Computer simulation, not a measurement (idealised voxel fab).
process module | voxel capacitor over wiring
cross-section cut | 245 nm wide | cells 5 nm
A cross-section is a grid of square cells, given in bands from the top down. A band is one or more rows of cells.
Each band's line starts with the height of the band's top and of its bottom, in nm. Then come its materials from left to right, each with its width in nm. One material with "throughout" fills the band from edge to edge. "air" is empty space.
Height 0 is the level under which the wafer as received is all one material. The lowest band goes on downwards, as in "0 down".
A width such as "30 to 40" changes by the same amount from each row of cells to the next, from the band's top row to its bottom row.
"no change" after a step means that no cell of the cross-section changed.
closed voids: empty space of 8 cells or more with no open way to the top, each as width x height at its distance from the left edge, in nm
after a step's settings: what the simulator itself notes on the step
overlay nm, on a step with a mask: how far to the right of its planned place the mask lay; to the left if negative
Each pair below shows a cross-section before one step and the cross-section after it, down to the lowest band that changed. The line under each pair gives the step between them, with its settings. The pairs can come from different runs of this module on the same starting wafer, so a pair continues from the pair above only where its "before" says so.
before
  0 down: Si throughout
  closed voids: none
after
  15 to 0: SiO2 throughout
  below 0: unchanged
  closed voids: none
the step between: op CONFORMAL_DEP | material SiO2 | thk nm 15
before: the cross-section after the pair above
after
  20 to 15: SiN throughout
  below 15: unchanged
  closed voids: none
the step between: op CONFORMAL_DEP | material SiN | thk nm 5
before: the cross-section after the pair above
after
  35 to 20: SiO2 throughout
  below 20: unchanged
  closed voids: none
the step between: op DIRECTIONAL_DEP | material SiO2 | thk nm 15
before: the cross-section after the pair above
after
  35 to 20: SiO2 55 | air 30 | SiO2 70 | air 30 | SiO2 60
  below 20: unchanged
  closed voids: none
the step between: op MASKED_ETCH | tone open | mask id METAL_1 | width nm 30 | pitch nm 100 | etch materials SiO2 | depth nm 15 | overlay nm 0
before: the cross-section after the pair above
after
  35 to 20: SiO2 55 | air 30 | SiO2 70 | air 30 | SiO2 60
  20 to 15: SiN 55 | air 30 | SiN 70 | air 30 | SiN 60
  below 15: unchanged
  closed voids: none
the step between: op MASKED_ETCH | tone open | mask id METAL_1 | width nm 30 | pitch nm 100 | etch materials SiN | depth nm 5 | overlay nm 0
before: the cross-section after the pair above
after
  40 to 35: TiN 60 | air 20 | TiN 80 | air 20 | TiN 65
  35 to 20: SiO2 55 | TiN 5 | air 20 | TiN 5 | SiO2 70 | TiN 5 | air 20 | TiN 5 | SiO2 60
  20 to 15: SiN 55 | TiN 30 | SiN 70 | TiN 30 | SiN 60
  below 15: unchanged
  closed voids: none
the step between: op CONFORMAL_DEP | material TiN | thk nm 5
before: the cross-section after the pair above
after
  50 to 40: W throughout
  40 to 35: TiN 60 | W 20 | TiN 80 | W 20 | TiN 65
  35 to 20: SiO2 55 | TiN 5 | W 20 | TiN 5 | SiO2 70 | TiN 5 | W 20 | TiN 5 | SiO2 60
  below 20: unchanged
  closed voids: none
the step between: op FILL_DEP | material W | thk nm 10
before: the cross-section after the pair above
after
  35 to 20: SiO2 55 | TiN 5 | W 20 | TiN 5 | SiO2 70 | TiN 5 | W 20 | TiN 5 | SiO2 60
  below 20: unchanged
  closed voids: none
the step between: op CMP | height nm 35
before: the cross-section after the pair above
after
  40 to 35: air 50 | Ru 40 | air 60 | Ru 40 | air 55
  below 35: unchanged
  closed voids: none
the step between: op EPI | material Ru | thk nm 5
before: the cross-section after the pair above
after
  45 to 40: SiCN throughout
  40 to 35: SiCN 50 | Ru 40 | SiCN 60 | Ru 40 | SiCN 55
  below 35: unchanged
  closed voids: none
the step between: op FILL_DEP | material SiCN | thk nm 5
before: the cross-section after the pair above
after
  65 to 45: SiO2 throughout
  below 45: unchanged
  closed voids: none
the step between: op DIRECTIONAL_DEP | material SiO2 | thk nm 20
before: the cross-section after the pair above
after
  80 to 65: aC throughout
  below 65: unchanged
  closed voids: none
the step between: op DIRECTIONAL_DEP | material aC | thk nm 15
before: the cross-section after the pair above
after
  115 to 80: resist 70 | air 15 | resist 160
  below 80: unchanged
  closed voids: none
the step between: op PATTERN | tone open | mask id PLUG_1 | material resist | width nm 15 | thk nm 35 | overlay nm 0
before: the cross-section after the pair above
after
  100 to 80: resist 70 | air 15 | resist 160
  80 to 65: aC 70 | air 15 | aC 160
  below 65: unchanged
  closed voids: none
the step between: op DIRECTIONAL_ETCH | etch materials aC | depth nm 15
before: the cross-section after the pair above
after
  80 to 65: aC 70 | air 15 | aC 160
  below 65: unchanged
  closed voids: none
the step between: op STRIP | etch materials resist
before: the cross-section after the pair above
after
  80 to 65: aC 70 | air 15 | aC 160
  65 to 45: SiO2 70 | air 15 | SiO2 160
  below 45: unchanged
  closed voids: none
the step between: op DIRECTIONAL_ETCH | etch materials SiO2 | depth nm 20
before: the cross-section after the pair above
after
  80 to 65: aC 70 | air 15 | aC 160
  65 to 45: SiO2 70 | air 15 | SiO2 160
  45 to 40: SiCN 70 | air 15 | SiCN 160
  below 40: unchanged
  closed voids: none
the step between: op DIRECTIONAL_ETCH | etch materials SiCN | depth nm 5
before: the cross-section after the pair above
after
  65 to 45: SiO2 70 | air 15 | SiO2 160
  below 45: unchanged
  closed voids: none
the step between: op STRIP | etch materials aC
before: the cross-section after the pair above
after
  70 to 65: TiN 75 | air 5 | TiN 165
  65 to 45: SiO2 70 | TiN 5 | air 5 | TiN 5 | SiO2 160
  45 to 40: SiCN 70 | TiN 15 | SiCN 160
  below 40: unchanged
  closed voids: none
the step between: op CONFORMAL_DEP | material TiN | thk nm 5
before: the cross-section after the pair above
after
  75 to 70: Ru throughout
  70 to 65: TiN 75 | Ru 5 | TiN 165
  65 to 45: SiO2 70 | TiN 5 | Ru 5 | TiN 5 | SiO2 160
  below 45: unchanged
  closed voids: none
the step between: op FILL_DEP | material Ru | thk nm 5
before: the cross-section after the pair above
after
  65 to 45: SiO2 70 | TiN 5 | Ru 5 | TiN 5 | SiO2 160
  below 45: unchanged
  closed voids: none
the step between: op CMP | height nm 65
before: the cross-section after the pair above
after
  70 to 65: TiN throughout
  below 65: unchanged
  closed voids: none
the step between: op DIRECTIONAL_DEP | material TiN | thk nm 5
before: the cross-section after the pair above
after
  75 to 70: SiN throughout
  below 70: unchanged
  closed voids: none
the step between: op DIRECTIONAL_DEP | material SiN | thk nm 5
before: the cross-section after the pair above
after
  80 to 75: TiN throughout
  below 75: unchanged
  closed voids: none
the step between: op DIRECTIONAL_DEP | material TiN | thk nm 5
before: the cross-section after the pair above
after
  95 to 80: aC throughout
  below 80: unchanged
  closed voids: none
the step between: op DIRECTIONAL_DEP | material aC | thk nm 15
before: the cross-section after the pair above
after
  125 to 95: air 70 | resist 75 | air 100
  below 95: unchanged
  closed voids: none
the step between: op PATTERN | tone cover | mask id UPPER_PLATE | material resist | width nm 75 | thk nm 30 | overlay nm 0
before: the cross-section after the pair above
after
  110 to 95: air 70 | resist 75 | air 100
  95 to 80: air 70 | aC 75 | air 100
  below 80: unchanged
  closed voids: none
the step between: op DIRECTIONAL_ETCH | etch materials aC | depth nm 15
before: the cross-section after the pair above
after
  95 to 80: air 70 | aC 75 | air 100
  below 80: unchanged
  closed voids: none
the step between: op STRIP | etch materials resist
before: the cross-section after the pair above
after
  95 to 80: air 70 | aC 75 | air 100
  80 to 75: air 70 | TiN 75 | air 100
  below 75: unchanged
  closed voids: none
the step between: op DIRECTIONAL_ETCH | etch materials TiN | depth nm 5
before: the cross-section after the pair above
after
  95 to 80: air 70 | aC 75 | air 100
  80 to 75: air 70 | TiN 75 | air 100
  75 to 70: air 70 | SiN 75 | air 100
  below 70: unchanged
  closed voids: none
the step between: op DIRECTIONAL_ETCH | etch materials SiN | depth nm 5
before: the cross-section after the pair above
after
  80 to 75: air 70 | TiN 75 | air 100
  below 75: unchanged
  closed voids: none
the step between: op STRIP | etch materials aC
before: the cross-section after the pair above
after
  95 to 85: air 70 | aC 75 | air 100
  85 to 80: aC throughout
  80 to 75: aC 70 | TiN 75 | aC 100
  75 to 70: aC 70 | SiN 75 | aC 100
  below 70: unchanged
  closed voids: none
the step between: op DIRECTIONAL_DEP | material aC | thk nm 15
before: the cross-section after the pair above
after
  125 to 95: air 65 | resist 85 | air 95
  95 to 85: air 65 | resist 5 | aC 75 | resist 5 | air 95
  below 85: unchanged
  closed voids: none
the step between: op PATTERN | tone cover | mask id LOWER_PLATE | material resist | width nm 85 | thk nm 30 | overlay nm 0
before: the cross-section after the pair above
after
  110 to 95: air 65 | resist 85 | air 95
  95 to 85: air 65 | resist 5 | aC 75 | resist 5 | air 95
  85 to 80: air 65 | aC 85 | air 95
  80 to 75: air 65 | aC 5 | TiN 75 | aC 5 | air 95
  75 to 70: air 65 | aC 5 | SiN 75 | aC 5 | air 95
  below 70: unchanged
  closed voids: none
the step between: op DIRECTIONAL_ETCH | etch materials aC | depth nm 15
before: the cross-section after the pair above
after
  95 to 85: air 70 | aC 75 | air 100
  below 85: unchanged
  closed voids: none
the step between: op STRIP | etch materials resist
before: the cross-section after the pair above
after
  95 to 85: air 70 | aC 75 | air 100
  85 to 80: air 65 | aC 85 | air 95
  80 to 75: air 65 | aC 5 | TiN 75 | aC 5 | air 95
  75 to 70: air 65 | aC 5 | SiN 75 | aC 5 | air 95
  70 to 65: air 65 | TiN 85 | air 95
  below 65: unchanged
  closed voids: none
the step between: op DIRECTIONAL_ETCH | etch materials TiN | depth nm 5
before: the cross-section after the pair above
after
  80 to 75: air 70 | TiN 75 | air 100
  75 to 70: air 70 | SiN 75 | air 100
  below 70: unchanged
  closed voids: none
the step between: op STRIP | etch materials aC
before: the cross-section after the pair above
after
  100 to 80: SiO2 throughout
  80 to 75: SiO2 70 | TiN 75 | SiO2 100
  75 to 70: SiO2 70 | SiN 75 | SiO2 100
  70 to 65: SiO2 65 | TiN 85 | SiO2 95
  below 65: unchanged
  closed voids: none
the step between: op FILL_DEP | material SiO2 | thk nm 20
before: the cross-section after the pair above
after
  95 to 80: SiO2 throughout
  below 80: unchanged
  closed voids: none
the step between: op CMP | height nm 95
before: the cross-section after the pair above
after
  115 to 95: resist 80 | air 15 | resist 150
  below 95: unchanged
  closed voids: none
the step between: op PATTERN | tone open | mask id PLUG_2 | material resist | width nm 15 | thk nm 20 | overlay nm 0
before: the cross-section after the pair above
after
  115 to 95: resist 80 | air 15 | resist 150
  95 to 80: SiO2 80 | air 15 | SiO2 150
  below 80: unchanged
  closed voids: none
the step between: op DIRECTIONAL_ETCH | etch materials SiO2 | depth nm 15
before: the cross-section after the pair above
after
  95 to 80: SiO2 80 | air 15 | SiO2 150
  below 80: unchanged
  closed voids: none
the step between: op STRIP | etch materials resist
before: the cross-section after the pair above
after
  100 to 95: TiN 85 | air 5 | TiN 155
  95 to 85: SiO2 80 | TiN 5 | air 5 | TiN 5 | SiO2 150
  85 to 75: SiO2 80 to 70 | TiN 15 to 75 | SiO2 150 to 100
  below 75: unchanged
  closed voids: none
the step between: op CONFORMAL_DEP | material TiN | thk nm 5
before: the cross-section after the pair above
after
  110 to 100: Ru throughout
  100 to 95: TiN 85 | Ru 5 | TiN 155
  95 to 85: SiO2 80 | TiN 5 | Ru 5 | TiN 5 | SiO2 150
  below 85: unchanged
  closed voids: none
the step between: op FILL_DEP | material Ru | thk nm 10
before: the cross-section after the pair above
after
  95 to 85: SiO2 80 | TiN 5 | Ru 5 | TiN 5 | SiO2 150
  below 85: unchanged
  closed voids: none
the step between: op CMP | height nm 95
before: the cross-section after the pair above
after
  100 to 95: SiN throughout
  below 95: unchanged
  closed voids: none
the step between: op CONFORMAL_DEP | material SiN | thk nm 5
before
  75 to 70: SiN throughout
  70 to 65: TiN throughout
  65 to 45: SiO2 70 | TiN 5 | Ru 5 | TiN 5 | SiO2 160
  45 to 40: SiCN 70 | TiN 15 | SiCN 160
  40 to 35: SiCN 50 | Ru 40 | SiCN 60 | Ru 40 | SiCN 55
  35 to 20: SiO2 55 | TiN 5 | W 20 | TiN 5 | SiO2 70 | TiN 5 | W 20 | TiN 5 | SiO2 60
  20 to 15: SiN 55 | TiN 30 | SiN 70 | TiN 30 | SiN 60
  15 to 0: SiO2 throughout
  0 down: Si throughout
  closed voids: none
after
  90 to 75: aC throughout
  below 75: unchanged
  closed voids: none
the step between: op DIRECTIONAL_DEP | material aC | thk nm 15
before: the cross-section after the pair above
after
  120 to 90: air 70 | resist 75 | air 100
  below 90: unchanged
  closed voids: none
the step between: op PATTERN | tone cover | mask id UPPER_PLATE | material resist | width nm 75 | thk nm 30 | overlay nm 0
before: the cross-section after the pair above
after
  105 to 90: air 70 | resist 75 | air 100
  90 to 75: air 70 | aC 75 | air 100
  below 75: unchanged
  closed voids: none
the step between: op DIRECTIONAL_ETCH | etch materials aC | depth nm 15
before: the cross-section after the pair above
after
  90 to 75: air 70 | aC 75 | air 100
  below 75: unchanged
  closed voids: none
the step between: op STRIP | etch materials resist
before: the cross-section after the pair above
after
  90 to 75: air 70 | aC 75 | air 100
  75 to 70: air 70 | SiN 75 | air 100
  below 70: unchanged
  closed voids: none
the step between: op DIRECTIONAL_ETCH | etch materials SiN | depth nm 5
before: the cross-section after the pair above
after
  75 to 70: air 70 | SiN 75 | air 100
  below 70: unchanged
  closed voids: none
the step between: op STRIP | etch materials aC
before: the cross-section after the pair above
after
  90 to 85: air 70 | aC 75 | air 100
  85 to 75: aC throughout
  75 to 70: aC 70 | SiN 75 | aC 100
  below 70: unchanged
  closed voids: none
the step between: op DIRECTIONAL_DEP | material aC | thk nm 15
before: the cross-section after the pair above
after
  120 to 90: air 65 | resist 85 | air 95
  90 to 85: air 65 | resist 5 | aC 75 | resist 5 | air 95
  below 85: unchanged
  closed voids: none
the step between: op PATTERN | tone cover | mask id LOWER_PLATE | material resist | width nm 85 | thk nm 30 | overlay nm 0
before: the cross-section after the pair above
after
  105 to 90: air 65 | resist 85 | air 95
  90 to 85: air 65 | resist 5 | aC 75 | resist 5 | air 95
  85 to 75: air 65 | aC 85 | air 95
  75 to 70: air 65 | aC 5 | SiN 75 | aC 5 | air 95
  below 70: unchanged
  closed voids: none
the step between: op DIRECTIONAL_ETCH | etch materials aC | depth nm 15
before: the cross-section after the pair above
after
  90 to 85: air 70 | aC 75 | air 100
  below 85: unchanged
  closed voids: none
the step between: op STRIP | etch materials resist
before: the cross-section after the pair above
after
  90 to 85: air 70 | aC 75 | air 100
  85 to 75: air 65 | aC 85 | air 95
  75 to 70: air 65 | aC 5 | SiN 75 | aC 5 | air 95
  70 to 65: air 65 | TiN 85 | air 95
  below 65: unchanged
  closed voids: none
the step between: op DIRECTIONAL_ETCH | etch materials TiN | depth nm 5
before: the cross-section after the pair above
after
  75 to 70: air 70 | SiN 75 | air 100
  below 70: unchanged
  closed voids: none
the step between: op STRIP | etch materials aC
before: the cross-section after the pair above
after
  95 to 75: SiO2 throughout
  75 to 70: SiO2 70 | SiN 75 | SiO2 100
  70 to 65: SiO2 65 | TiN 85 | SiO2 95
  below 65: unchanged
  closed voids: none
the step between: op FILL_DEP | material SiO2 | thk nm 20
before: the cross-section after the pair above
after
  115 to 95: resist 80 | air 15 | resist 150
  below 95: unchanged
  closed voids: none
the step between: op PATTERN | tone open | mask id PLUG_2 | material resist | width nm 15 | thk nm 20 | overlay nm 0
before: the cross-section after the pair above
after
  115 to 95: resist 80 | air 15 | resist 150
  95 to 80: SiO2 80 | air 15 | SiO2 150
  below 80: unchanged
  closed voids: none
the step between: op DIRECTIONAL_ETCH | etch materials SiO2 | depth nm 15
before: the cross-section after the pair above
after
  95 to 80: SiO2 80 | air 15 | SiO2 150
  below 80: unchanged
  closed voids: none
the step between: op STRIP | etch materials resist
before: the cross-section after the pair above
after
  100 to 95: TiN 85 | air 5 | TiN 155
  95 to 85: SiO2 80 | TiN 5 | air 5 | TiN 5 | SiO2 150
  85 to 80: SiO2 80 | TiN 15 | SiO2 150
  below 80: unchanged
  closed voids: none
the step between: op CONFORMAL_DEP | material TiN | thk nm 5
before: the cross-section after the pair above
after
  110 to 100: Ru throughout
  100 to 95: TiN 85 | Ru 5 | TiN 155
  95 to 85: SiO2 80 | TiN 5 | Ru 5 | TiN 5 | SiO2 150
  below 85: unchanged
  closed voids: none
the step between: op FILL_DEP | material Ru | thk nm 10
before: the cross-section after the pair above
after
  95 to 85: SiO2 80 | TiN 5 | Ru 5 | TiN 5 | SiO2 150
  below 85: unchanged
  closed voids: none
the step between: op CMP | height nm 95
before: the cross-section after the pair above
after
  100 to 95: SiN throughout
  below 95: unchanged
  closed voids: none
the step between: op CONFORMAL_DEP | material SiN | thk nm 5
before
  65 to 45: SiO2 70 | TiN 5 | Ru 5 | TiN 5 | SiO2 160
  45 to 40: SiCN 70 | TiN 15 | SiCN 160
  40 to 35: SiCN 50 | Ru 40 | SiCN 60 | Ru 40 | SiCN 55
  35 to 20: SiO2 55 | TiN 5 | W 20 | TiN 5 | SiO2 70 | TiN 5 | W 20 | TiN 5 | SiO2 60
  20 to 15: SiN 55 | TiN 30 | SiN 70 | TiN 30 | SiN 60
  15 to 0: SiO2 throughout
  0 down: Si throughout
  closed voids: none
after
  70 to 65: SiN throughout
  below 65: unchanged
  closed voids: none
the step between: op DIRECTIONAL_DEP | material SiN | thk nm 5
before: the cross-section after the pair above
after
  75 to 70: TiN throughout
  below 70: unchanged
  closed voids: none
the step between: op DIRECTIONAL_DEP | material TiN | thk nm 5
before: the cross-section after the pair above
after
  80 to 70: TiN throughout
  below 70: unchanged
  closed voids: none
the step between: op DIRECTIONAL_DEP | material TiN | thk nm 5
before: the cross-section after the pair above
after
  95 to 80: aC throughout
  below 80: unchanged
  closed voids: none
the step between: op DIRECTIONAL_DEP | material aC | thk nm 15
before: the cross-section after the pair above
after
  125 to 95: air 70 | resist 75 | air 100
  below 95: unchanged
  closed voids: none
the step between: op PATTERN | tone cover | mask id UPPER_PLATE | material resist | width nm 75 | thk nm 30 | overlay nm 0
before: the cross-section after the pair above
after
  110 to 95: air 70 | resist 75 | air 100
  95 to 80: air 70 | aC 75 | air 100
  below 80: unchanged
  closed voids: none
the step between: op DIRECTIONAL_ETCH | etch materials aC | depth nm 15
before: the cross-section after the pair above
after
  95 to 80: air 70 | aC 75 | air 100
  below 80: unchanged
  closed voids: none
the step between: op STRIP | etch materials resist
before: the cross-section after the pair above
after
  95 to 80: air 70 | aC 75 | air 100
  80 to 75: air 70 | TiN 75 | air 100
  below 75: unchanged
  closed voids: none
the step between: op DIRECTIONAL_ETCH | etch materials TiN | depth nm 5
before: the cross-section after the pair above
after
  80 to 75: air 70 | TiN 75 | air 100
  below 75: unchanged
  closed voids: none
the step between: op STRIP | etch materials aC
before: the cross-section after the pair above
after
  95 to 90: air 70 | aC 75 | air 100
  90 to 80: aC throughout
  80 to 75: aC 70 | TiN 75 | aC 100
  below 75: unchanged
  closed voids: none
the step between: op DIRECTIONAL_DEP | material aC | thk nm 15
before: the cross-section after the pair above
after
  125 to 95: air 65 | resist 85 | air 95
  95 to 90: air 65 | resist 5 | aC 75 | resist 5 | air 95
  below 90: unchanged
  closed voids: none
the step between: op PATTERN | tone cover | mask id LOWER_PLATE | material resist | width nm 85 | thk nm 30 | overlay nm 0
before: the cross-section after the pair above
after
  110 to 95: air 65 | resist 85 | air 95
  95 to 90: air 65 | resist 5 | aC 75 | resist 5 | air 95
  90 to 80: air 65 | aC 85 | air 95
  80 to 75: air 65 | aC 5 | TiN 75 | aC 5 | air 95
  below 75: unchanged
  closed voids: none
the step between: op DIRECTIONAL_ETCH | etch materials aC | depth nm 15
before: the cross-section after the pair above
after
  95 to 90: air 70 | aC 75 | air 100
  below 90: unchanged
  closed voids: none
the step between: op STRIP | etch materials resist
before: the cross-section after the pair above
after
  95 to 90: air 70 | aC 75 | air 100
  90 to 80: air 65 | aC 85 | air 95
  80 to 75: air 65 | aC 5 | TiN 75 | aC 5 | air 95
  75 to 70: air 65 | TiN 85 | air 95
  below 70: unchanged
  closed voids: none
the step between: op DIRECTIONAL_ETCH | etch materials TiN | depth nm 5
before: the cross-section after the pair above
after
  80 to 70: air 70 to 65 | TiN 75 to 85 | air 100 to 95
  below 70: unchanged
  closed voids: none
the step between: op STRIP | etch materials aC
before: the cross-section after the pair above
after
  100 to 80: SiO2 throughout
  80 to 70: SiO2 70 to 65 | TiN 75 to 85 | SiO2 100 to 95
  below 70: unchanged
  closed voids: none
the step between: op FILL_DEP | material SiO2 | thk nm 20
before: the cross-section after the pair above
after
  95 to 80: SiO2 throughout
  below 80: unchanged
  closed voids: none
the step between: op CMP | height nm 95
before: the cross-section after the pair above
after
  115 to 95: resist 80 | air 15 | resist 150
  below 95: unchanged
  closed voids: none
the step between: op PATTERN | tone open | mask id PLUG_2 | material resist | width nm 15 | thk nm 20 | overlay nm 0
before: the cross-section after the pair above
after
  115 to 95: resist 80 | air 15 | resist 150
  95 to 80: SiO2 80 | air 15 | SiO2 150
  below 80: unchanged
  closed voids: none
the step between: op DIRECTIONAL_ETCH | etch materials SiO2 | depth nm 15
before: the cross-section after the pair above
after
  95 to 80: SiO2 80 | air 15 | SiO2 150
  below 80: unchanged
  closed voids: none
the step between: op STRIP | etch materials resist
before: the cross-section after the pair above
after
  100 to 95: TiN 85 | air 5 | TiN 155
  95 to 85: SiO2 80 | TiN 5 | air 5 | TiN 5 | SiO2 150
  85 to 75: SiO2 80 to 70 | TiN 15 to 75 | SiO2 150 to 100
  below 75: unchanged
  closed voids: none
the step between: op CONFORMAL_DEP | material TiN | thk nm 5
before: the cross-section after the pair above
after
  110 to 100: Ru throughout
  100 to 95: TiN 85 | Ru 5 | TiN 155
  95 to 85: SiO2 80 | TiN 5 | Ru 5 | TiN 5 | SiO2 150
  below 85: unchanged
  closed voids: none
the step between: op FILL_DEP | material Ru | thk nm 10
before: the cross-section after the pair above
after
  95 to 85: SiO2 80 | TiN 5 | Ru 5 | TiN 5 | SiO2 150
  below 85: unchanged
  closed voids: none
the step between: op CMP | height nm 95
before: the cross-section after the pair above
after
  100 to 95: SiN throughout
  below 95: unchanged
  closed voids: none
the step between: op CONFORMAL_DEP | material SiN | thk nm 5
before
  75 to 70: Ru throughout
  70 to 65: TiN 75 | Ru 5 | TiN 165
  65 to 45: SiO2 70 | TiN 5 | Ru 5 | TiN 5 | SiO2 160
  45 to 40: SiCN 70 | TiN 15 | SiCN 160
  40 to 35: SiCN 50 | Ru 40 | SiCN 60 | Ru 40 | SiCN 55
  35 to 20: SiO2 55 | TiN 5 | W 20 | TiN 5 | SiO2 70 | TiN 5 | W 20 | TiN 5 | SiO2 60
  20 to 15: SiN 55 | TiN 30 | SiN 70 | TiN 30 | SiN 60
  15 to 0: SiO2 throughout
  0 down: Si throughout
  closed voids: none
after
  60 to 45: SiO2 70 | TiN 5 | Ru 5 | TiN 5 | SiO2 160
  below 45: unchanged
  closed voids: none
the step between: op CMP | height nm 60
before: the cross-section after the pair above
after
  65 to 60: TiN throughout
  below 60: unchanged
  closed voids: none
the step between: op DIRECTIONAL_DEP | material TiN | thk nm 5
before: the cross-section after the pair above
after
  70 to 65: SiN throughout
  below 65: unchanged
  closed voids: none
the step between: op DIRECTIONAL_DEP | material SiN | thk nm 5
before: the cross-section after the pair above
after
  75 to 70: TiN throughout
  below 70: unchanged
  closed voids: none
the step between: op DIRECTIONAL_DEP | material TiN | thk nm 5
before: the cross-section after the pair above
after
  90 to 75: aC throughout
  below 75: unchanged
  closed voids: none
the step between: op DIRECTIONAL_DEP | material aC | thk nm 15
before: the cross-section after the pair above
after
  120 to 90: air 70 | resist 75 | air 100
  below 90: unchanged
  closed voids: none
the step between: op PATTERN | tone cover | mask id UPPER_PLATE | material resist | width nm 75 | thk nm 30 | overlay nm 0
before: the cross-section after the pair above
after
  105 to 90: air 70 | resist 75 | air 100
  90 to 75: air 70 | aC 75 | air 100
  below 75: unchanged
  closed voids: none
the step between: op DIRECTIONAL_ETCH | etch materials aC | depth nm 15
before: the cross-section after the pair above
after
  90 to 75: air 70 | aC 75 | air 100
  below 75: unchanged
  closed voids: none
the step between: op STRIP | etch materials resist
before: the cross-section after the pair above
after
  90 to 75: air 70 | aC 75 | air 100
  75 to 70: air 70 | TiN 75 | air 100
  below 70: unchanged
  closed voids: none
the step between: op DIRECTIONAL_ETCH | etch materials TiN | depth nm 5
before: the cross-section after the pair above
after
  90 to 75: air 70 | aC 75 | air 100
  75 to 70: air 70 | TiN 75 | air 100
  70 to 65: air 70 | SiN 75 | air 100
  below 65: unchanged
  closed voids: none
the step between: op DIRECTIONAL_ETCH | etch materials SiN | depth nm 5
before: the cross-section after the pair above
after
  75 to 70: air 70 | TiN 75 | air 100
  below 70: unchanged
  closed voids: none
the step between: op STRIP | etch materials aC
before: the cross-section after the pair above
after
  90 to 80: air 70 | aC 75 | air 100
  80 to 75: aC throughout
  75 to 70: aC 70 | TiN 75 | aC 100
  70 to 65: aC 70 | SiN 75 | aC 100
  below 65: unchanged
  closed voids: none
the step between: op DIRECTIONAL_DEP | material aC | thk nm 15
before: the cross-section after the pair above
after
  120 to 90: air 65 | resist 85 | air 95
  90 to 80: air 65 | resist 5 | aC 75 | resist 5 | air 95
  below 80: unchanged
  closed voids: none
the step between: op PATTERN | tone cover | mask id LOWER_PLATE | material resist | width nm 85 | thk nm 30 | overlay nm 0
before: the cross-section after the pair above
after
  105 to 90: air 65 | resist 85 | air 95
  90 to 80: air 65 | resist 5 | aC 75 | resist 5 | air 95
  80 to 75: air 65 | aC 85 | air 95
  75 to 70: air 65 | aC 5 | TiN 75 | aC 5 | air 95
  70 to 65: air 65 | aC 5 | SiN 75 | aC 5 | air 95
  below 65: unchanged
  closed voids: none
the step between: op DIRECTIONAL_ETCH | etch materials aC | depth nm 15
before: the cross-section after the pair above
after
  90 to 80: air 70 | aC 75 | air 100
  below 80: unchanged
  closed voids: none
the step between: op STRIP | etch materials resist
before: the cross-section after the pair above
after
  90 to 80: air 70 | aC 75 | air 100
  80 to 75: air 65 | aC 85 | air 95
  75 to 70: air 65 | aC 5 | TiN 75 | aC 5 | air 95
  70 to 65: air 65 | aC 5 | SiN 75 | aC 5 | air 95
  65 to 60: air 65 | TiN 85 | air 95
  below 60: unchanged
  closed voids: none
the step between: op DIRECTIONAL_ETCH | etch materials TiN | depth nm 5
before: the cross-section after the pair above
after
  75 to 70: air 70 | TiN 75 | air 100
  70 to 65: air 70 | SiN 75 | air 100
  below 65: unchanged
  closed voids: none
the step between: op STRIP | etch materials aC
before: the cross-section after the pair above
after
  95 to 75: SiO2 throughout
  75 to 70: SiO2 70 | TiN 75 | SiO2 100
  70 to 65: SiO2 70 | SiN 75 | SiO2 100
  65 to 60: SiO2 65 | TiN 85 | SiO2 95
  below 60: unchanged
  closed voids: none
the step between: op FILL_DEP | material SiO2 | thk nm 20
before: the cross-section after the pair above
after
  115 to 95: resist 80 | air 15 | resist 150
  below 95: unchanged
  closed voids: none
the step between: op PATTERN | tone open | mask id PLUG_2 | material resist | width nm 15 | thk nm 20 | overlay nm 0
before: the cross-section after the pair above
after
  115 to 95: resist 80 | air 15 | resist 150
  95 to 80: SiO2 80 | air 15 | SiO2 150
  below 80: unchanged
  closed voids: none
the step between: op DIRECTIONAL_ETCH | etch materials SiO2 | depth nm 15
before: the cross-section after the pair above
after
  95 to 80: SiO2 80 | air 15 | SiO2 150
  below 80: unchanged
  closed voids: none
the step between: op STRIP | etch materials resist
before: the cross-section after the pair above
after
  100 to 95: TiN 85 | air 5 | TiN 155
  95 to 85: SiO2 80 | TiN 5 | air 5 | TiN 5 | SiO2 150
  85 to 80: SiO2 80 | TiN 15 | SiO2 150
  below 80: unchanged
  closed voids: none
the step between: op CONFORMAL_DEP | material TiN | thk nm 5
before: the cross-section after the pair above
after
  110 to 100: Ru throughout
  100 to 95: TiN 85 | Ru 5 | TiN 155
  95 to 85: SiO2 80 | TiN 5 | Ru 5 | TiN 5 | SiO2 150
  below 85: unchanged
  closed voids: none
the step between: op FILL_DEP | material Ru | thk nm 10
before: the cross-section after the pair above
after
  95 to 85: SiO2 80 | TiN 5 | Ru 5 | TiN 5 | SiO2 150
  below 85: unchanged
  closed voids: none
the step between: op CMP | height nm 95
before: the cross-section after the pair above
after
  100 to 95: SiN throughout
  below 95: unchanged
  closed voids: none
the step between: op CONFORMAL_DEP | material SiN | thk nm 5
before
  95 to 80: aC throughout
  80 to 75: TiN throughout
  75 to 70: SiN throughout
  70 to 65: TiN throughout
  65 to 45: SiO2 70 | TiN 5 | Ru 5 | TiN 5 | SiO2 160
  45 to 40: SiCN 70 | TiN 15 | SiCN 160
  40 to 35: SiCN 50 | Ru 40 | SiCN 60 | Ru 40 | SiCN 55
  35 to 20: SiO2 55 | TiN 5 | W 20 | TiN 5 | SiO2 70 | TiN 5 | W 20 | TiN 5 | SiO2 60
  20 to 15: SiN 55 | TiN 30 | SiN 70 | TiN 30 | SiN 60
  15 to 0: SiO2 throughout
  0 down: Si throughout
  closed voids: none
after
  125 to 95: air 75 | resist 70 | air 100
  below 95: unchanged
  closed voids: none
the step between: op PATTERN | tone cover | mask id UPPER_PLATE | material resist | width nm 70 | thk nm 30 | overlay nm 0
before: the cross-section after the pair above
after
  110 to 95: air 75 | resist 70 | air 100
  95 to 80: air 75 | aC 70 | air 100
  below 80: unchanged
  closed voids: none
the step between: op DIRECTIONAL_ETCH | etch materials aC | depth nm 15
before: the cross-section after the pair above
after
  95 to 80: air 75 | aC 70 | air 100
  below 80: unchanged
  closed voids: none
the step between: op STRIP | etch materials resist
before: the cross-section after the pair above
after
  95 to 80: air 75 | aC 70 | air 100
  80 to 75: air 75 | TiN 70 | air 100
  below 75: unchanged
  closed voids: none
the step between: op DIRECTIONAL_ETCH | etch materials TiN | depth nm 5
before: the cross-section after the pair above
after
  95 to 80: air 75 | aC 70 | air 100
  80 to 75: air 75 | TiN 70 | air 100
  75 to 70: air 75 | SiN 70 | air 100
  below 70: unchanged
  closed voids: none
the step between: op DIRECTIONAL_ETCH | etch materials SiN | depth nm 5
before: the cross-section after the pair above
after
  80 to 75: air 75 | TiN 70 | air 100
  below 75: unchanged
  closed voids: none
the step between: op STRIP | etch materials aC
before: the cross-section after the pair above
after
  95 to 85: air 75 | aC 70 | air 100
  85 to 80: aC throughout
  80 to 75: aC 75 | TiN 70 | aC 100
  75 to 70: aC 75 | SiN 70 | aC 100
  below 70: unchanged
  closed voids: none
the step between: op DIRECTIONAL_DEP | material aC | thk nm 15
